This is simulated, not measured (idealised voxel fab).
The document below concerns the process module designated voxel transistor to metal.
FYI the section here is cut, 165 nm wide, cells are 5 nm squares.
In this document a cross-section is written as a grid of square cells. It is given as a series of bands, listed from the top down, and a band is one or more rows of cells.
Top height, bottom height, nm. Materials left to right, width each, nm. Single material + "everywhere" = fills band edge to edge. "air" = empty.
Heights are reckoned from 0. Under this level, the received wafer is all of one material. The bottommost band is open-ended downward, for example "0 nm and below".
Top row gets the first number, bottom row gets the second, and each row in between changes by the same step: that is how a band width like "30..40" works.
The cross-section has no changed cell in any step marked "nothing changed".
Empty spaces without an open route to the top, at least 8 cells in extent, make up the entry "Closed internal cavities"; each is given as width x height at distance, where the distance is measured from the left edge, and all are in nm.
Where a step's line continues beyond its settings, the continuation is a remark by the simulator itself on that step.
"overlay nm", when on a step's line for a step with a mask, measures how far to the right of its planned place the mask lay; a negative measure means to the left.
Before/after cross-section pairs, one process step each; after shown to lowest changed band; step and settings beneath. Pairs may be from different runs of this module on the same starting wafer; a pair continues from the one above only where its "Pre-step snapshot" entry says so.

**Pre-step snapshot**
> 0 nm and below = Si everywhere
> Closed internal cavities: none

**Step Result**
> 0 nm to -5 nm = SiO2 everywhere
> Lower than -5, everything is as it was.
> Closed internal cavities: none
Q: step between the cross-sections above? A: OXIDIZE: depth nm 5

Pre-step snapshot: per the after cross-section of the pair just above.

**Step Result**
> 10 nm to 0 nm = SiN everywhere
> Lower than 0, everything is as it was.
> Closed internal cavities: none
Q: step between the cross-sections above? A: CONFORMAL_DEP: material SiN, thk nm 10

Pre-step snapshot: per the after cross-section of the pair just above.

**Step Result**
> 10 nm to 0 nm = air (25), SiN (110), air (30)
> Lower than 0, everything is as it was.
> Closed internal cavities: none
Q: step between the cross-sections above? A: MASKED_ETCH: tone cover, mask id ACTIVE, width nm 110, etch materials SiN, depth nm 10, overlay nm 0

Pre-step snapshot: per the after cross-section of the pair just above.

**Step Result**
> 10 nm to 0 nm = air (25), SiN (110), air (30)
> 0 nm to -5 nm = air (25), SiO2 (110), air (30)
> Lower than -5, everything is as it was.
> Closed internal cavities: none
Q: step between the cross-sections above? A: MASKED_ETCH: tone cover, mask id ACTIVE, width nm 110, etch materials SiO2, depth nm 5, overlay nm 0

Pre-step snapshot: per the after cross-section of the pair just above.

**Step Result**
> 10 nm to 0 nm = air (25), SiN (110), air (30)
> 0 nm to -5 nm = air (25), SiO2 (110), air (30)
> -5 nm to -30 nm = air (25), Si (110), air (30)
> Lower than -30, everything is as it was.
> Closed internal cavities: none
Q: step between the cross-sections above? A: MASKED_ETCH: tone cover, mask id ACTIVE, width nm 110, etch materials Si, depth nm 25, overlay nm 0

Pre-step snapshot: per the after cross-section of the pair just above.

**Step Result**
> 10 nm to 0 nm = air (25), SiN (110), air (30)
> 0 nm to -5 nm = air (25), SiO2 (110), air (30)
> -5 nm to -30 nm = air (25), SiO2 (5), Si (100), SiO2 (5), air (30)
> -30 nm to -35 nm = SiO2 (30), Si (100), SiO2 (35)
> Lower than -35, everything is as it was.
> Closed internal cavities: none
Q: step between the cross-sections above? A: OXIDIZE: depth nm 5

Pre-step snapshot: per the after cross-section of the pair just above.

**Step Result**
> 25 nm to 10 nm = SiO2 everywhere
> 10 nm to 0 nm = SiO2 (25), SiN (110), SiO2 (30)
> 0 nm to -5 nm = SiO2 everywhere
> -5 nm to -35 nm = SiO2 (30), Si (100), SiO2 (35)
> Lower than -35, everything is as it was.
> Closed internal cavities: none
Q: step between the cross-sections above? A: FILL_DEP: material SiO2, thk nm 15

Pre-step snapshot: per the after cross-section of the pair just above.

**Step Result**
> 10 nm to 0 nm = SiO2 (25), SiN (110), SiO2 (30)
> Lower than 0, everything is as it was.
> Closed internal cavities: none
Q: step between the cross-sections above? A: CMP: height nm 10

Pre-step snapshot: per the after cross-section of the pair just above.

**Step Result**
> 10 nm to 5 nm = air (25), SiN (110), air (30)
> Lower than 5, everything is as it was.
> Closed internal cavities: none
Q: step between the cross-sections above? A: SELECTIVE_ETCH: etch materials SiO2, depth nm 5

Pre-step snapshot: per the after cross-section of the pair just above.

**Step Result**
> 5 nm to 0 nm = SiO2 (25), air (110), SiO2 (30)
> Lower than 0, everything is as it was.
> Closed internal cavities: none
Q: step between the cross-sections above? A: STRIP: etch materials SiN

Pre-step snapshot: per the after cross-section of the pair just above.

**Step Result**
> 0 nm to -5 nm = SiO2 (20), air (120), SiO2 (25)
> Lower than -5, everything is as it was.
> Closed internal cavities: none
Q: step between the cross-sections above? A: SELECTIVE_ETCH: etch materials SiO2, depth nm 5

Pre-step snapshot: per the after cross-section of the pair just above.

**Step Result**
> 0 nm to -5 nm = SiO2 (20), air (120), SiO2 (25)
> -5 nm to -10 nm = SiO2 everywhere
> Lower than -10, everything is as it was.
> Closed internal cavities: none
Q: step between the cross-sections above? A: OXIDIZE: depth nm 5

Pre-step snapshot: per the after cross-section of the pair just above.

**Step Result**
> 30 nm to 25 nm = polySi (20), air (120), polySi (25)
> 25 nm to 0 nm = polySi everywhere
> 0 nm to -5 nm = SiO2 (20), polySi (120), SiO2 (25)
> Lower than -5, everything is as it was.
> Closed internal cavities: none
Q: step between the cross-sections above? A: DIRECTIONAL_DEP: material polySi, thk nm 30

Pre-step snapshot: per the after cross-section of the pair just above.

**Step Result**
> 45 nm to 40 nm = SiCN (20), air (120), SiCN (25)
> 40 nm to 30 nm = SiCN everywhere
> 30 nm to 25 nm = polySi (20), SiCN (120), polySi (25)
> Lower than 25, everything is as it was.
> Closed internal cavities: none
Q: step between the cross-sections above? A: DIRECTIONAL_DEP: material SiCN, thk nm 15

Pre-step snapshot: per the after cross-section of the pair just above.

**Step Result**
> 60 nm to 45 nm = air (65), resist (30), air (70)
> 45 nm to 40 nm = SiCN (20), air (45), resist (30), air (45), SiCN (25)
> Lower than 40, everything is as it was.
> Closed internal cavities: none
Q: step between the cross-sections above? A: PATTERN: tone cover, mask id GATE, material resist, width nm 30, thk nm 15, overlay nm 0

Pre-step snapshot: per the after cross-section of the pair just above.

**Step Result**
> 60 nm to 40 nm = air (65), resist (30), air (70)
> 40 nm to 30 nm = air (65), SiCN (30), air (70)
> 30 nm to 25 nm = polySi (20), air (45), SiCN (30), air (45), polySi (25)
> Lower than 25, everything is as it was.
> Closed internal cavities: none
Q: step between the cross-sections above? A: DIRECTIONAL_ETCH: etch materials SiCN, depth nm 25

Pre-step snapshot: per the after cross-section of the pair just above.

**Step Result**
> 60 nm to 40 nm = air (65), resist (30), air (70)
> 40 nm to 25 nm = air (65), SiCN (30), air (70)
> 25 nm to 0 nm = air (65), polySi (30), air (70)
> 0 nm to -5 nm = SiO2 (20), air (45), polySi (30), air (45), SiO2 (25)
> Lower than -5, everything is as it was.
> Closed internal cavities: none
Q: step between the cross-sections above? A: DIRECTIONAL_ETCH: etch materials polySi, depth nm 40

Pre-step snapshot: per the after cross-section of the pair just above.

**Step Result**
> 40 nm to 25 nm = air (65), SiCN (30), air (70)
> Lower than 25, everything is as it was.
> Closed internal cavities: none
Q: step between the cross-sections above? A: STRIP: etch materials resist

Pre-step snapshot: per the after cross-section of the pair just above.

**Step Result**
> 45 nm to 40 nm = air (60), SiO2 (40), air (65)
> 40 nm to 25 nm = air (60), SiO2 (5), SiCN (30), SiO2 (5), air (65)
> 25 nm to 5 nm = air (60), SiO2 (5), polySi (30), SiO2 (5), air (65)
> 5 nm to 0 nm = SiO2 (25), air (35), SiO2 (5), polySi (30), SiO2 (5), air (35), SiO2 (30)
> 0 nm to -5 nm = SiO2 (65), polySi (30), SiO2 (70)
> Lower than -5, everything is as it was.
> Closed internal cavities: none
Q: step between the cross-sections above? A: CONFORMAL_DEP: material SiO2, thk nm 5

Pre-step snapshot: per the after cross-section of the pair just above.

**Step Result**
> 40 nm to 25 nm = air (60), SiO2 (5), SiCN (30), SiO2 (5), air (65)
> 25 nm to 0 nm = air (60), SiO2 (5), polySi (30), SiO2 (5), air (65)
> 0 nm to -5 nm = SiO2 (25), air (35), SiO2 (5), polySi (30), SiO2 (5), air (35), SiO2 (30)
> Lower than -5, everything is as it was.
> Closed internal cavities: none
Q: step between the cross-sections above? A: DIRECTIONAL_ETCH: etch materials SiO2, depth nm 5

Pre-step snapshot: per the after cross-section of the pair just above.

**Step Result**
> 50 nm to 40 nm = air (50), SiN (60), air (55)
> 40 nm to 25 nm = air (50), SiN (10), SiO2 (5), SiCN (30), SiO2 (5), SiN (10), air (55)
> 25 nm to 10 nm = air (50), SiN (10), SiO2 (5), polySi (30), SiO2 (5), SiN (10), air (55)
> 10 nm to 5 nm = SiN (35), air (15), SiN (10), SiO2 (5), polySi (30), SiO2 (5), SiN (10), air (15), SiN (40)
> 5 nm to 0 nm = SiN (60), SiO2 (5), polySi (30), SiO2 (5), SiN (65)
> 0 nm to -5 nm = SiO2 (25), SiN (35), SiO2 (5), polySi (30), SiO2 (5), SiN (35), SiO2 (30)
> Lower than -5, everything is as it was.
> Closed internal cavities: none
Q: step between the cross-sections above? A: CONFORMAL_DEP: material SiN, thk nm 10

Pre-step snapshot: per the after cross-section of the pair just above.

**Step Result**
> 40 nm to 25 nm = air (50), SiN (10), SiO2 (5), SiCN (30), SiO2 (5), SiN (10), air (55)
> 25 nm to 0 nm = air (50), SiN (10), SiO2 (5), polySi (30), SiO2 (5), SiN (10), air (55)
> 0 nm to -5 nm = SiO2 (25), SiN (10), air (15), SiN (10), SiO2 (5), polySi (30), SiO2 (5), SiN (10), air (15), SiN (10), SiO2 (30)
> Lower than -5, everything is as it was.
> Closed internal cavities: none
Q: step between the cross-sections above? A: DIRECTIONAL_ETCH: etch materials SiN, depth nm 10

Pre-step snapshot: per the after cross-section of the pair just above.

**Step Result**
> 40 nm to 35 nm = air (50), SiN (10), air (5), SiCN (30), air (5), SiN (10), air (55)
> 35 nm to 25 nm = air (50), SiN (10), SiO2 (5), SiCN (30), SiO2 (5), SiN (10), air (55)
> 25 nm to 0 nm = air (50), SiN (10), SiO2 (5), polySi (30), SiO2 (5), SiN (10), air (55)
> 0 nm to -5 nm = air (25), SiN (10), air (15), SiN (10), SiO2 (5), polySi (30), SiO2 (5), SiN (10), air (15), SiN (10), air (30)
> -5 nm to -10 nm = SiO2 (35), air (15), SiO2 (60), air (15), SiO2 (40)
> Lower than -10, everything is as it was.
> Closed internal cavities: none
Q: step between the cross-sections above? A: DIRECTIONAL_ETCH: etch materials SiO2, depth nm 5

Pre-step snapshot: per the after cross-section of the pair just above.

**Step Result**
> 40 nm to 35 nm = air (50), SiN (10), air (5), SiCN (30), air (5), SiN (10), air (55)
> 35 nm to 25 nm = air (50), SiN (10), SiO2 (5), SiCN (30), SiO2 (5), SiN (10), air (55)
> 25 nm to 0 nm = air (50), SiN (10), SiO2 (5), polySi (30), SiO2 (5), SiN (10), air (55)
> 0 nm to -5 nm = air (25), SiN (10), air (15), SiN (10), SiO2 (5), polySi (30), SiO2 (5), SiN (10), air (15), SiN (10), air (30)
> -5 nm to -10 nm = SiO2 (35), air (15), SiO2 (60), air (15), SiO2 (40)
> -10 nm to -15 nm = SiO2 (30), Si (5), air (15), Si (60), air (15), Si (5), SiO2 (35)
> Lower than -15, everything is as it was.
> Closed internal cavities: none
Q: step between the cross-sections above? A: DIRECTIONAL_ETCH: etch materials Si, depth nm 5

Pre-step snapshot: per the after cross-section of the pair just above.

**Step Result**
> 40 nm to 35 nm = air (50), SiN (10), air (5), SiCN (30), air (5), SiN (10), air (55)
> 35 nm to 25 nm = air (50), SiN (10), SiO2 (5), SiCN (30), SiO2 (5), SiN (10), air (55)
> 25 nm to 0 nm = air (50), SiN (10), SiO2 (5), polySi (30), SiO2 (5), SiN (10), air (55)
> 0 nm to -5 nm = air (25), SiN (10), pSi (15), SiN (10), SiO2 (5), polySi (30), SiO2 (5), SiN (10), pSi (15), SiN (10), air (30)
> -5 nm to -10 nm = SiO2 (35), pSi (15), SiO2 (60), pSi (15), SiO2 (40)
> -10 nm to -15 nm = SiO2 (30), Si (5), pSi (15), Si (60), pSi (15), Si (5), SiO2 (35)
> Lower than -15, everything is as it was.
> Closed internal cavities: none
Q: step between the cross-sections above? A: EPI: material pSi, thk nm 10

Pre-step snapshot: per the after cross-section of the pair just above.

**Step Result**
> 50 nm to 40 nm = SiO2 everywhere
> 40 nm to 25 nm = SiO2 (50), SiN (10), SiO2 (5), SiCN (30), SiO2 (5), SiN (10), SiO2 (55)
> 25 nm to 0 nm = SiO2 (50), SiN (10), SiO2 (5), polySi (30), SiO2 (5), SiN (10), SiO2 (55)
> 0 nm to -5 nm = SiO2 (25), SiN (10), pSi (15), SiN (10), SiO2 (5), polySi (30), SiO2 (5), SiN (10), pSi (15), SiN (10), SiO2 (30)
> Lower than -5, everything is as it was.
> Closed internal cavities: none
Q: step between the cross-sections above? A: FILL_DEP: material SiO2, thk nm 10

Pre-step snapshot: per the after cross-section of the pair just above.

**Step Result**
> 25 nm to 0 nm = SiO2 (50), SiN (10), SiO2 (5), polySi (30), SiO2 (5), SiN (10), SiO2 (55)
> Lower than 0, everything is as it was.
> Closed internal cavities: none
Q: step between the cross-sections above? A: CMP: height nm 25

Pre-step snapshot: per the after cross-section of the pair just above.

**Step Result**
> 25 nm to 0 nm = SiO2 (50), SiN (10), SiO2 (5), air (30), SiO2 (5), SiN (10), SiO2 (55)
> 0 nm to -5 nm = SiO2 (25), SiN (10), pSi (15), SiN (10), SiO2 (5), air (30), SiO2 (5), SiN (10), pSi (15), SiN (10), SiO2 (30)
> Lower than -5, everything is as it was.
> Closed internal cavities: none
Q: step between the cross-sections above? A: STRIP: etch materials polySi

Pre-step snapshot: per the after cross-section of the pair just above.

**Step Result**
> 25 nm to 20 nm = air (50), SiN (10), air (40), SiN (10), air (55)
> 20 nm to 0 nm = SiO2 (50), SiN (10), air (40), SiN (10), SiO2 (55)
> 0 nm to -5 nm = SiO2 (25), SiN (10), pSi (15), SiN (10), air (40), SiN (10), pSi (15), SiN (10), SiO2 (30)
> -5 nm to -10 nm = SiO2 (35), pSi (15), SiO2 (10), air (40), SiO2 (10), pSi (15), SiO2 (40)
> Lower than -10, everything is as it was.
> Closed internal cavities: none
Q: step between the cross-sections above? A: SELECTIVE_ETCH: etch materials SiO2, depth nm 5

Pre-step snapshot: per the after cross-section of the pair just above.

**Step Result**
> 30 nm to 25 nm = air (45), HfO2 (20), air (30), HfO2 (20), air (50)
> 25 nm to 20 nm = HfO2 (50), SiN (10), HfO2 (5), air (30), HfO2 (5), SiN (10), HfO2 (55)
> 20 nm to 0 nm = SiO2 (50), SiN (10), HfO2 (5), air (30), HfO2 (5), SiN (10), SiO2 (55)
> 0 nm to -5 nm = SiO2 (25), SiN (10), pSi (15), SiN (10), HfO2 (5), air (30), HfO2 (5), SiN (10), pSi (15), SiN (10), SiO2 (30)
> -5 nm to -10 nm = SiO2 (35), pSi (15), SiO2 (10), HfO2 (40), SiO2 (10), pSi (15), SiO2 (40)
> Lower than -10, everything is as it was.
> Closed internal cavities: none
Q: step between the cross-sections above? A: CONFORMAL_DEP: material HfO2, thk nm 5

Pre-step snapshot: per the after cross-section of the pair just above.

**Step Result**
> 35 nm to 30 nm = air (40), TiN (30), air (20), TiN (30), air (45)
> 30 nm to 25 nm = TiN (45), HfO2 (20), TiN (5), air (20), TiN (5), HfO2 (20), TiN (50)
> 25 nm to 20 nm = HfO2 (50), SiN (10), HfO2 (5), TiN (5), air (20), TiN (5), HfO2 (5), SiN (10), HfO2 (55)
> 20 nm to 0 nm = SiO2 (50), SiN (10), HfO2 (5), TiN (5), air (20), TiN (5), HfO2 (5), SiN (10), SiO2 (55)
> 0 nm to -5 nm = SiO2 (25), SiN (10), pSi (15), SiN (10), HfO2 (5), TiN (30), HfO2 (5), SiN (10), pSi (15), SiN (10), SiO2 (30)
> Lower than -5, everything is as it was.
> Closed internal cavities: none
Q: step between the cross-sections above? A: CONFORMAL_DEP: material TiN, thk nm 5

Pre-step snapshot: per the after cross-section of the pair just above.

**Step Result**
> 40 nm to 35 nm = W everywhere
> 35 nm to 30 nm = W (40), TiN (30), W (20), TiN (30), W (45)
> 30 nm to 25 nm = TiN (45), HfO2 (20), TiN (5), W (20), TiN (5), HfO2 (20), TiN (50)
> 25 nm to 20 nm = HfO2 (50), SiN (10), HfO2 (5), TiN (5), W (20), TiN (5), HfO2 (5), SiN (10), HfO2 (55)
> 20 nm to 0 nm = SiO2 (50), SiN (10), HfO2 (5), TiN (5), W (20), TiN (5), HfO2 (5), SiN (10), SiO2 (55)
> Lower than 0, everything is as it was.
> Closed internal cavities: none
Q: step between the cross-sections above? A: FILL_DEP: material W, thk nm 5

Pre-step snapshot: per the after cross-section of the pair just above.

**Step Result**
> 20 nm to 0 nm = SiO2 (50), SiN (10), HfO2 (5), TiN (5), W (20), TiN (5), HfO2 (5), SiN (10), SiO2 (55)
> Lower than 0, everything is as it was.
> Closed internal cavities: none
Q: step between the cross-sections above? A: CMP: height nm 20

Pre-step snapshot: per the after cross-section of the pair just above.

**Step Result**
> 30 nm to 20 nm = SiO2 everywhere
> Lower than 20, everything is as it was.
> Closed internal cavities: none
Q: step between the cross-sections above? A: DIRECTIONAL_DEP: material SiO2, thk nm 10

Pre-step snapshot: per the after cross-section of the pair just above.

**Step Result**
> 50 nm to 30 nm = resist (35), air (15), resist (60), air (15), resist (40)
> Lower than 30, everything is as it was.
> Closed internal cavities: none
Q: step between the cross-sections above? A: PATTERN: tone open, mask id CONTACT, material resist, width nm 15, pitch nm 75, thk nm 20, overlay nm 0

Pre-step snapshot: per the after cross-section of the pair just above.

**Step Result**
> 50 nm to 30 nm = resist (35), air (15), resist (60), air (15), resist (40)
> 30 nm to 20 nm = SiO2 (35), air (15), SiO2 (60), air (15), SiO2 (40)
> 20 nm to 0 nm = SiO2 (35), air (15), SiN (10), HfO2 (5), TiN (5), W (20), TiN (5), HfO2 (5), SiN (10), air (15), SiO2 (40)
> Lower than 0, everything is as it was.
> Closed internal cavities: none
Q: step between the cross-sections above? A: DIRECTIONAL_ETCH: etch materials SiO2, depth nm 30

Pre-step snapshot: per the after cross-section of the pair just above.

**Step Result**
> 30 nm to 20 nm = SiO2 (35), air (15), SiO2 (60), air (15), SiO2 (40)
> Lower than 20, everything is as it was.
> Closed internal cavities: none
Q: step between the cross-sections above? A: STRIP: etch materials resist

Pre-step snapshot: per the after cross-section of the pair just above.

**Step Result**
> 35 nm to 30 nm = TiN (40), air (5), TiN (70), air (5), TiN (45)
> 30 nm to 20 nm = SiO2 (35), TiN (5), air (5), TiN (5), SiO2 (60), TiN (5), air (5), TiN (5), SiO2 (40)
> 20 nm to 5 nm = SiO2 (35), TiN (5), air (5), TiN (5), SiN (10), HfO2 (5), TiN (5), W (20), TiN (5), HfO2 (5), SiN (10), TiN (5), air (5), TiN (5), SiO2 (40)
> 5 nm to 0 nm = SiO2 (35), TiN (15), SiN (10), HfO2 (5), TiN (5), W (20), TiN (5), HfO2 (5), SiN (10), TiN (15), SiO2 (40)
> Lower than 0, everything is as it was.
> Closed internal cavities: none
Q: step between the cross-sections above? A: CONFORMAL_DEP: material TiN, thk nm 5

Pre-step snapshot: per the after cross-section of the pair just above.

**Step Result**
> 45 nm to 35 nm = Ru everywhere
> 35 nm to 30 nm = TiN (40), Ru (5), TiN (70), Ru (5), TiN (45)
> 30 nm to 20 nm = SiO2 (35), TiN (5), Ru (5), TiN (5), SiO2 (60), TiN (5), Ru (5), TiN (5), SiO2 (40)
> 20 nm to 5 nm = SiO2 (35), TiN (5), Ru (5), TiN (5), SiN (10), HfO2 (5), TiN (5), W (20), TiN (5), HfO2 (5), SiN (10), TiN (5), Ru (5), TiN (5), SiO2 (40)
> Lower than 5, everything is as it was.
> Closed internal cavities: none
Q: step between the cross-sections above? A: FILL_DEP: material Ru, thk nm 10

Pre-step snapshot: per the after cross-section of the pair just above.

**Step Result**
> 30 nm to 20 nm = SiO2 (35), TiN (5), Ru (5), TiN (5), SiO2 (60), TiN (5), Ru (5), TiN (5), SiO2 (40)
> Lower than 20, everything is as it was.
> Closed internal cavities: none
Q: step between the cross-sections above? A: CMP: height nm 30

Pre-step snapshot: per the after cross-section of the pair just above.

**Step Result**
> 35 nm to 30 nm = TiN everywhere
> Lower than 30, everything is as it was.
> Closed internal cavities: none
Q: step between the cross-sections above? A: DIRECTIONAL_DEP: material TiN, thk nm 5

Pre-step snapshot: per the after cross-section of the pair just above.

**Step Result**
> 50 nm to 35 nm = W everywhere
> Lower than 35, everything is as it was.
> Closed internal cavities: none
Q: step between the cross-sections above? A: DIRECTIONAL_DEP: material W, thk nm 15

Pre-step snapshot: per the after cross-section of the pair just above.

**Step Result**
> 70 nm to 50 nm = air (35), resist (15), air (60), resist (15), air (40)
> Lower than 50, everything is as it was.
> Closed internal cavities: none
Q: step between the cross-sections above? A: PATTERN: tone cover, mask id METAL_1, material resist, width nm 15, pitch nm 75, thk nm 20, overlay nm 0

Pre-step snapshot: per the after cross-section of the pair just above.

**Step Result**
> 70 nm to 50 nm = air (35), resist (15), air (60), resist (15), air (40)
> 50 nm to 35 nm = air (35), W (15), air (60), W (15), air (40)
> Lower than 35, everything is as it was.
> Closed internal cavities: none
Q: step between the cross-sections above? A: DIRECTIONAL_ETCH: etch materials W, depth nm 15

Pre-step snapshot: per the after cross-section of the pair just above.

**Step Result**
> 70 nm to 50 nm = air (35), resist (15), air (60), resist (15), air (40)
> 50 nm to 35 nm = air (35), W (15), air (60), W (15), air (40)
> 35 nm to 30 nm = air (35), TiN (15), air (60), TiN (15), air (40)
> Lower than 30, everything is as it was.
> Closed internal cavities: none
Q: step between the cross-sections above? A: DIRECTIONAL_ETCH: etch materials TiN, depth nm 5

Pre-step snapshot: per the after cross-section of the pair just above.

**Step Result**
> 50 nm to 35 nm = air (35), W (15), air (60), W (15), air (40)
> Lower than 35, everything is as it was.
> Closed internal cavities: none
Q: step between the cross-sections above? A: STRIP: etch materials resist

Pre-step snapshot: per the after cross-section of the pair just above.

**Step Result**
> 55 nm to 50 nm = lowk everywhere
> 50 nm to 35 nm = lowk (35), W (15), lowk (60), W (15), lowk (40)
> 35 nm to 30 nm = lowk (35), TiN (15), lowk (60), TiN (15), lowk (40)
> Lower than 30, everything is as it was.
> Closed internal cavities: none
Q: step between the cross-sections above? A: FILL_DEP: material lowk, thk nm 5

Pre-step snapshot: per the after cross-section of the pair just above.

**Step Result**
> 50 nm to 35 nm = lowk (35), W (15), lowk (60), W (15), lowk (40)
> Lower than 35, everything is as it was.
> Closed internal cavities: none
Q: step between the cross-sections above? A: CMP: height nm 50

Pre-step snapshot: per the after cross-section of the pair just above.

**Step Result**
> 55 nm to 50 nm = SiCN everywhere
> Lower than 50, everything is as it was.
> Closed internal cavities: none
Q: step between the cross-sections above? A: CONFORMAL_DEP: material SiCN, thk nm 5

**Pre-step snapshot**
> 40 nm to 25 nm = air (60), SiO2 (5), SiCN (30), SiO2 (5), air (65)
> 25 nm to 0 nm = air (60), SiO2 (5), polySi (30), SiO2 (5), air (65)
> 0 nm to -5 nm = SiO2 (25), air (35), SiO2 (5), polySi (30), SiO2 (5), air (35), SiO2 (30)
> -5 nm to -10 nm = SiO2 everywhere
> -10 nm to -35 nm = SiO2 (30), Si (100), SiO2 (35)
> -35 nm and below = Si everywhere
> Closed internal cavities: none

**Step Result**
> 40 nm to 35 nm = air (65), SiCN (30), air (70)
> 35 nm to 25 nm = air (60), SiO2 (5), SiCN (30), SiO2 (5), air (65)
> 25 nm to -5 nm = air (60), SiO2 (5), polySi (30), SiO2 (5), air (65)
> -5 nm to -10 nm = SiO2 (25), air (35), SiO2 (40), air (35), SiO2 (30)
> Lower than -10, everything is as it was.
> Closed internal cavities: none
Q: step between the cross-sections above? A: DIRECTIONAL_ETCH: etch materials SiO2, depth nm 5

Pre-step snapshot: per the after cross-section of the pair just above.

**Step Result**
> 40 nm to 35 nm = air (65), SiCN (30), air (70)
> 35 nm to 25 nm = air (60), SiO2 (5), SiCN (30), SiO2 (5), air (65)
> 25 nm to -5 nm = air (60), SiO2 (5), polySi (30), SiO2 (5), air (65)
> -5 nm to -10 nm = SiO2 (25), air (35), SiO2 (40), air (35), SiO2 (30)
> -10 nm to -15 nm = SiO2 (30), air (30), Si (40), air (30), SiO2 (35)
> Lower than -15, everything is as it was.
> Closed internal cavities: none
Q: step between the cross-sections above? A: DIRECTIONAL_ETCH: etch materials Si, depth nm 5

Pre-step snapshot: per the after cross-section of the pair just above.

**Step Result**
> 40 nm to 35 nm = air (65), SiCN (30), air (70)
> 35 nm to 25 nm = air (60), SiO2 (5), SiCN (30), SiO2 (5), air (65)
> 25 nm to 0 nm = air (60), SiO2 (5), polySi (30), SiO2 (5), air (65)
> 0 nm to -5 nm = air (50), pSi (10), SiO2 (5), polySi (30), SiO2 (5), pSi (10), air (55)
> -5 nm to -10 nm = SiO2 (25), pSi (35), SiO2 (40), pSi (35), SiO2 (30)
> -10 nm to -15 nm = SiO2 (30), pSi (30), Si (40), pSi (30), SiO2 (35)
> Lower than -15, everything is as it was.
> Closed internal cavities: none
Q: step between the cross-sections above? A: EPI: material pSi, thk nm 10

Pre-step snapshot: per the after cross-section of the pair just above.

**Step Result**
> 50 nm to 40 nm = SiO2 everywhere
> 40 nm to 25 nm = SiO2 (65), SiCN (30), SiO2 (70)
> 25 nm to 0 nm = SiO2 (65), polySi (30), SiO2 (70)
> 0 nm to -5 nm = SiO2 (50), pSi (10), SiO2 (5), polySi (30), SiO2 (5), pSi (10), SiO2 (55)
> Lower than -5, everything is as it was.
> Closed internal cavities: none
Q: step between the cross-sections above? A: FILL_DEP: material SiO2, thk nm 10

Pre-step snapshot: per the after cross-section of the pair just above.

**Step Result**
> 25 nm to 0 nm = SiO2 (65), polySi (30), SiO2 (70)
> Lower than 0, everything is as it was.
> Closed internal cavities: none
Q: step between the cross-sections above? A: CMP: height nm 25

Pre-step snapshot: per the after cross-section of the pair just above.

**Step Result**
> 25 nm to 0 nm = SiO2 (65), air (30), SiO2 (70)
> 0 nm to -5 nm = SiO2 (50), pSi (10), SiO2 (5), air (30), SiO2 (5), pSi (10), SiO2 (55)
> Lower than -5, everything is as it was.
> Closed internal cavities: none
Q: step between the cross-sections above? A: STRIP: etch materials polySi

Pre-step snapshot: per the after cross-section of the pair just above.

**Step Result**
> 20 nm to 0 nm = SiO2 (60), air (40), SiO2 (65)
> 0 nm to -10 nm = SiO2 (50..25), pSi (10..35), air (40), pSi (10..35), SiO2 (55..30)
> Lower than -10, everything is as it was.
> Closed internal cavities: none
Q: step between the cross-sections above? A: SELECTIVE_ETCH: etch materials SiO2, depth nm 5

Pre-step snapshot: per the after cross-section of the pair just above.

**Step Result**
> 25 nm to 20 nm = HfO2 (65), air (30), HfO2 (70)
> 20 nm to 0 nm = SiO2 (60), HfO2 (5), air (30), HfO2 (5), SiO2 (65)
> 0 nm to -5 nm = SiO2 (50), pSi (10), HfO2 (5), air (30), HfO2 (5), pSi (10), SiO2 (55)
> -5 nm to -10 nm = SiO2 (25), pSi (35), HfO2 (40), pSi (35), SiO2 (30)
> Lower than -10, everything is as it was.
> Closed internal cavities: none
Q: step between the cross-sections above? A: CONFORMAL_DEP: material HfO2, thk nm 5

Pre-step snapshot: per the after cross-section of the pair just above.

**Step Result**
> 30 nm to 25 nm = TiN (70), air (20), TiN (75)
> 25 nm to 20 nm = HfO2 (65), TiN (5), air (20), TiN (5), HfO2 (70)
> 20 nm to 0 nm = SiO2 (60), HfO2 (5), TiN (5), air (20), TiN (5), HfO2 (5), SiO2 (65)
> 0 nm to -5 nm = SiO2 (50), pSi (10), HfO2 (5), TiN (30), HfO2 (5), pSi (10), SiO2 (55)
> Lower than -5, everything is as it was.
> Closed internal cavities: none
Q: step between the cross-sections above? A: CONFORMAL_DEP: material TiN, thk nm 5

Pre-step snapshot: per the after cross-section of the pair just above.

**Step Result**
> 35 nm to 30 nm = W everywhere
> 30 nm to 25 nm = TiN (70), W (20), TiN (75)
> 25 nm to 20 nm = HfO2 (65), TiN (5), W (20), TiN (5), HfO2 (70)
> 20 nm to 0 nm = SiO2 (60), HfO2 (5), TiN (5), W (20), TiN (5), HfO2 (5), SiO2 (65)
> Lower than 0, everything is as it was.
> Closed internal cavities: none
Q: step between the cross-sections above? A: FILL_DEP: material W, thk nm 5

Pre-step snapshot: per the after cross-section of the pair just above.

**Step Result**
> 20 nm to 0 nm = SiO2 (60), HfO2 (5), TiN (5), W (20), TiN (5), HfO2 (5), SiO2 (65)
> Lower than 0, everything is as it was.
> Closed internal cavities: none
Q: step between the cross-sections above? A: CMP: height nm 20

Pre-step snapshot: per the after cross-section of the pair just above.

**Step Result**
> 30 nm to 20 nm = SiO2 everywhere
> Lower than 20, everything is as it was.
> Closed internal cavities: none
Q: step between the cross-sections above? A: DIRECTIONAL_DEP: material SiO2, thk nm 10

Pre-step snapshot: per the after cross-section of the pair just above.

**Step Result**
> 50 nm to 30 nm = resist (35), air (15), resist (60), air (15), resist (40)
> Lower than 30, everything is as it was.
> Closed internal cavities: none
Q: step between the cross-sections above? A: PATTERN: tone open, mask id CONTACT, material resist, width nm 15, pitch nm 75, thk nm 20, overlay nm 0

Pre-step snapshot: per the after cross-section of the pair just above.

**Step Result**
> 50 nm to 30 nm = resist (35), air (15), resist (60), air (15), resist (40)
> 30 nm to 20 nm = SiO2 (35), air (15), SiO2 (60), air (15), SiO2 (40)
> 20 nm to 0 nm = SiO2 (35), air (15), SiO2 (10), HfO2 (5), TiN (5), W (20), TiN (5), HfO2 (5), SiO2 (10), air (15), SiO2 (40)
> Lower than 0, everything is as it was.
> Closed internal cavities: none
Q: step between the cross-sections above? A: DIRECTIONAL_ETCH: etch materials SiO2, depth nm 30

Pre-step snapshot: per the after cross-section of the pair just above.

**Step Result**
> 30 nm to 20 nm = SiO2 (35), air (15), SiO2 (60), air (15), SiO2 (40)
> Lower than 20, everything is as it was.
> Closed internal cavities: none
Q: step between the cross-sections above? A: STRIP: etch materials resist
